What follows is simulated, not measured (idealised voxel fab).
The following is a process module called voxel released beams.
We display cut, a cross-section 265 nm in width whose square cells are each 5 nm.
Cross-section = grid of square cells, listed top down in bands; band = one or more rows.
In this notation a band is specified by the heights of its top and bottom, in that order and in nm, after which its materials appear from left to right, each paired with its width in nm. The word "throughout" attached to a single material means that material fills the band from edge to edge; the word "empty" stands for empty space.
Basically, 0 is our baseline, since under it the wafer straight out of the box is all one material. The bottom band has no lower end and keeps on going down, so it looks like "z 0 and below".
A width given as "30 to 40" starts at the first number in the band's top row and ends at the second number in its bottom row, shifting by an equal amount at every step from row to row.
Key: "nothing changed" - step with no changed cell in the cross-section.
Empty spaces counting at least 8 cells and having no open way to the top are listed in "Entrapped void list". The notation width x height at distance is used for each, the distance being from the left edge and all three values in nm.
On each step's line, the part that comes after the settings is the simulator's own comment on the step.
When a step includes a mask, the "overlay nm" setting on its line states how far to the right of its planned place that mask lay, and negative values state how far to the left.
The planned process steps are enumerated hereunder
step 1: RECEIVE (material Si)
step 2: CONFORMAL_DEP (material SiN; thk nm 10)
step 3: DIRECTIONAL_DEP (material SiO2; thk nm 15)
step 4: PATTERN (tone open; mask id ANCHOR; material resist; width nm 40; thk nm 15; overlay nm 0)
step 5: DIRECTIONAL_ETCH (etch materials SiO2; depth nm 15)
step 6: STRIP (etch materials resist)
step 7: CONFORMAL_DEP (material W; thk nm 15)
step 8: DIRECTIONAL_DEP (material aC; thk nm 10)
step 9: PATTERN (tone cover; mask id BEAM; material resist; width nm 90; thk nm 30; overlay nm 0)
step 10: DIRECTIONAL_ETCH (etch materials aC; depth nm 10)
step 11: STRIP (etch materials resist)
step 12: DIRECTIONAL_ETCH (etch materials W; depth nm 15)
step 13: STRIP (etch materials aC)
step 14: STRIP (etch materials SiO2)
As received, after step 1
	z 0 and below = Si throughout
	Entrapped void list: none
First wafer at the end, as planned
	z 40 to 25 = empty=85 | W=20 | empty=10 | W=60 | empty=90
	z 25 to 10 = empty=90 | W=40 | empty=135
	z 10 to 0 = SiN throughout
	z 0 and below = Si throughout
	Entrapped void list: none
So this is wafer number two of the two, cut at the end of the module - it started where the first did and had the same plan, we just got one thing wrong running it
	z 30 to 15 = empty=85 | W=20 | empty=10 | W=60 | empty=90
	z 15 to 0 = empty=90 | W=40 | empty=135
	z 0 and below = Si throughout
	Entrapped void list: none
Error vs. plan: step 2 of the plan: omitted, not performed
End check, counted in cells, second wafer has more or fewer of these materials than the first: SiN: 106 fewer
